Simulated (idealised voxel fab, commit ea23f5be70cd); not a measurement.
Presented below is a process module, voxel fin reveal.
We display cut, a cross-section 250 nm in width whose square cells are each 5 nm.
Each cross-section below is a grid of square cells, stated as bands in top-down order, with one or more rows of cells making up each band.
Each band's line starts with the height of the band's top and of its bottom, in nm. Then come its materials from left to right, each with its width in nm. One material with "throughout" fills the band from edge to edge. "blank" is empty space.
Heights from 0 (as-received wafer is one material below). Bottom band endless downward, as "z 0 and below".
Top row gets the first number, bottom row gets the second, and each row in between changes by the same step: that is how a band width like "30->40" works.
Where a step carries "no alteration", the cross-section came out of it unchanged, cell for cell.
Any empty space of 8 cells or more lacking an open way to the top shows up in "Fully enclosed voids" as width x height at distance, distance from the left edge, in nm.
Heads up: the bit after the settings on a step's line is the simulator's remark on that step.
Regarding "overlay nm": on a step with a mask, it is the distance the mask lay to the right of its planned place; a negative value places it to the left.
These are the steps we planned for the process
1) RECEIVE: material Si
2) CONFORMAL_DEP: material SiN, thk nm 5
3) DIRECTIONAL_DEP: material aC, thk nm 15
4) PATTERN: tone cover, mask id FINS, material resist, width nm 15, pitch nm 35, thk nm 30, overlay nm 0
5) DIRECTIONAL_ETCH: etch materials aC, depth nm 15
6) STRIP: etch materials resist
7) DIRECTIONAL_ETCH: etch materials SiN, depth nm 5
8) DIRECTIONAL_ETCH: etch materials Si, depth nm 35
9) STRIP: etch materials aC
10) OXIDIZE: depth nm 5
11) FILL_DEP: material SiO2, thk nm 5
12) CMP: height nm 5
13) SELECTIVE_ETCH: etch materials SiO2, depth nm 20
14) STRIP: etch materials SiN
15) CONFORMAL_DEP: material SiO2, thk nm 5
The first of the two wafers, which ran as planned
Wafer at receipt (post step 1), cross-section
* z 0 and below  Si throughout
* Fully enclosed voids: none
Take a look at the wafer's cross-section after step 2
* z 5 to 0  SiN throughout
* Beneath the level 0, the cross-section is identical to its previous state.
Take a look at the wafer's cross-section after step 3
* z 20 to 5  aC throughout
* Beneath the level 5, the cross-section is identical to its previous state.
Take a look at the wafer's cross-section after step 4
* z 50 to 20  100 nm blank  15 nm resist  20 nm blank  15 nm resist  100 nm blank
* Beneath the level 20, the cross-section is identical to its previous state.
Take a look at the wafer's cross-section after step 5
* z 35 to 20  100 nm blank  15 nm resist  20 nm blank  15 nm resist  100 nm blank
* z 20 to 5  100 nm blank  15 nm aC  20 nm blank  15 nm aC  100 nm blank
* Beneath the level 5, the cross-section is identical to its previous state.
Take a look at the wafer's cross-section after step 6
* z 20 to 5  100 nm blank  15 nm aC  20 nm blank  15 nm aC  100 nm blank
* Beneath the level 5, the cross-section is identical to its previous state.
Take a look at the wafer's cross-section after step 7
* z 20 to 5  100 nm blank  15 nm aC  20 nm blank  15 nm aC  100 nm blank
* z 5 to 0  100 nm blank  15 nm SiN  20 nm blank  15 nm SiN  100 nm blank
* Beneath the level 0, the cross-section is identical to its previous state.
Take a look at the wafer's cross-section after step 8
* z 20 to 5  100 nm blank  15 nm aC  20 nm blank  15 nm aC  100 nm blank
* z 5 to 0  100 nm blank  15 nm SiN  20 nm blank  15 nm SiN  100 nm blank
* z 0 to -35  100 nm blank  15 nm Si  20 nm blank  15 nm Si  100 nm blank
* Beneath the level -35, the cross-section is identical to its previous state.
Take a look at the wafer's cross-section after step 9
* z 5 to 0  100 nm blank  15 nm SiN  20 nm blank  15 nm SiN  100 nm blank
* Beneath the level 0, the cross-section is identical to its previous state.
Take a look at the wafer's cross-section after step 10
* z 5 to 0  100 nm blank  15 nm SiN  20 nm blank  15 nm SiN  100 nm blank
* z 0 to -35  100 nm blank  5 nm SiO2  5 nm Si  5 nm SiO2  20 nm blank  5 nm SiO2  5 nm Si  5 nm SiO2  100 nm blank
* z -35 to -40  105 nm SiO2  5 nm Si  30 nm SiO2  5 nm Si  105 nm SiO2
* Beneath the level -40, the cross-section is identical to its previous state.
Take a look at the wafer's cross-section after step 11
* z 10 to 5  SiO2 throughout
* z 5 to 0  100 nm SiO2  15 nm SiN  20 nm SiO2  15 nm SiN  100 nm SiO2
* z 0 to -40  105 nm SiO2  5 nm Si  30 nm SiO2  5 nm Si  105 nm SiO2
* Beneath the level -40, the cross-section is identical to its previous state.
Take a look at the wafer's cross-section after step 12
* z 5 to 0  100 nm SiO2  15 nm SiN  20 nm SiO2  15 nm SiN  100 nm SiO2
* Beneath the level 0, the cross-section is identical to its previous state.
Take a look at the wafer's cross-section after step 13
* z 5 to 0  100 nm blank  15 nm SiN  20 nm blank  15 nm SiN  100 nm blank
* z 0 to -15  105 nm blank  5 nm Si  30 nm blank  5 nm Si  105 nm blank
* Beneath the level -15, the cross-section is identical to its previous state.
Take a look at the wafer's cross-section after step 14
* z 0 to -15  105 nm blank  5 nm Si  30 nm blank  5 nm Si  105 nm blank
* Beneath the level -15, the cross-section is identical to its previous state.
Take a look at the wafer's cross-section after step 15
* z 5 to 0  100 nm blank  15 nm SiO2  20 nm blank  15 nm SiO2  100 nm blank
* z 0 to -10  100 nm blank  5 nm SiO2  5 nm Si  5 nm SiO2  20 nm blank  5 nm SiO2  5 nm Si  5 nm SiO2  100 nm blank
* z -10 to -40  105 nm SiO2  5 nm Si  30 nm SiO2  5 nm Si  105 nm SiO2
* Beneath the level -40, the cross-section is identical to its previous state.
Second of two: same start, same plan, one run error; steps up to and including 3 match the first
What the second wafer looks like in cross-section when step 4 should have wrapped up
* z 50 to 20  100 nm blank  20 nm resist  15 nm blank  20 nm resist  95 nm blank
* Beneath the level 20, the cross-section is identical to its previous state.
What the second wafer looks like in cross-section when step 5 should have wrapped up
* z 35 to 20  100 nm blank  20 nm resist  15 nm blank  20 nm resist  95 nm blank
* z 20 to 5  100 nm blank  20 nm aC  15 nm blank  20 nm aC  95 nm blank
* Beneath the level 5, the cross-section is identical to its previous state.
What the second wafer looks like in cross-section when step 6 should have wrapped up
* z 20 to 5  100 nm blank  20 nm aC  15 nm blank  20 nm aC  95 nm blank
* Beneath the level 5, the cross-section is identical to its previous state.
What the second wafer looks like in cross-section when step 7 should have wrapped up
* z 20 to 5  100 nm blank  20 nm aC  15 nm blank  20 nm aC  95 nm blank
* z 5 to 0  100 nm blank  20 nm SiN  15 nm blank  20 nm SiN  95 nm blank
* Beneath the level 0, the cross-section is identical to its previous state.
What the second wafer looks like in cross-section when step 8 should have wrapped up
* z 20 to 5  100 nm blank  20 nm aC  15 nm blank  20 nm aC  95 nm blank
* z 5 to 0  100 nm blank  20 nm SiN  15 nm blank  20 nm SiN  95 nm blank
* z 0 to -35  100 nm blank  20 nm Si  15 nm blank  20 nm Si  95 nm blank
* Beneath the level -35, the cross-section is identical to its previous state.
What the second wafer looks like in cross-section when step 9 should have wrapped up
* z 5 to 0  100 nm blank  20 nm SiN  15 nm blank  20 nm SiN  95 nm blank
* Beneath the level 0, the cross-section is identical to its previous state.
What the second wafer looks like in cross-section when step 10 should have wrapped up
* z 5 to 0  100 nm blank  20 nm SiN  15 nm blank  20 nm SiN  95 nm blank
* z 0 to -35  100 nm blank  5 nm SiO2  10 nm Si  5 nm SiO2  15 nm blank  5 nm SiO2  10 nm Si  5 nm SiO2  95 nm blank
* z -35 to -40  105 nm SiO2  10 nm Si  25 nm SiO2  10 nm Si  100 nm SiO2
* Beneath the level -40, the cross-section is identical to its previous state.
What the second wafer looks like in cross-section when step 11 should have wrapped up
* z 10 to 5  SiO2 throughout
* z 5 to 0  100 nm SiO2  20 nm SiN  15 nm SiO2  20 nm SiN  95 nm SiO2
* z 0 to -40  105 nm SiO2  10 nm Si  25 nm SiO2  10 nm Si  100 nm SiO2
* Beneath the level -40, the cross-section is identical to its previous state.
What the second wafer looks like in cross-section when step 12 should have wrapped up
* z 5 to 0  100 nm SiO2  20 nm SiN  15 nm SiO2  20 nm SiN  95 nm SiO2
* Beneath the level 0, the cross-section is identical to its previous state.
What the second wafer looks like in cross-section when step 13 should have wrapped up
* z 5 to 0  100 nm blank  20 nm SiN  15 nm blank  20 nm SiN  95 nm blank
* z 0 to -15  105 nm blank  10 nm Si  25 nm blank  10 nm Si  100 nm blank
* Beneath the level -15, the cross-section is identical to its previous state.
What the second wafer looks like in cross-section when step 14 should have wrapped up
* z 0 to -15  105 nm blank  10 nm Si  25 nm blank  10 nm Si  100 nm blank
* Beneath the level -15, the cross-section is identical to its previous state.
What the second wafer looks like in cross-section when step 15 should have wrapped up
* z 5 to 0  100 nm blank  20 nm SiO2  15 nm blank  20 nm SiO2  95 nm blank
* z 0 to -10  100 nm blank  5 nm SiO2  10 nm Si  5 nm SiO2  15 nm blank  5 nm SiO2  10 nm Si  5 nm SiO2  95 nm blank
* z -10 to -40  105 nm SiO2  10 nm Si  25 nm SiO2  10 nm Si  100 nm SiO2
* Beneath the level -40, the cross-section is identical to its previous state.
Plan not followed: step 4 off recipe, ran as PATTERN: tone cover, mask id FINS, material resist, width nm 20, pitch nm 35, thk nm 30, overlay nm 0
Once processing is complete, comparing cell counts shows that the second wafer has more or fewer of certain materials than the first: 16 more of Si | 10 fewer of SiO2
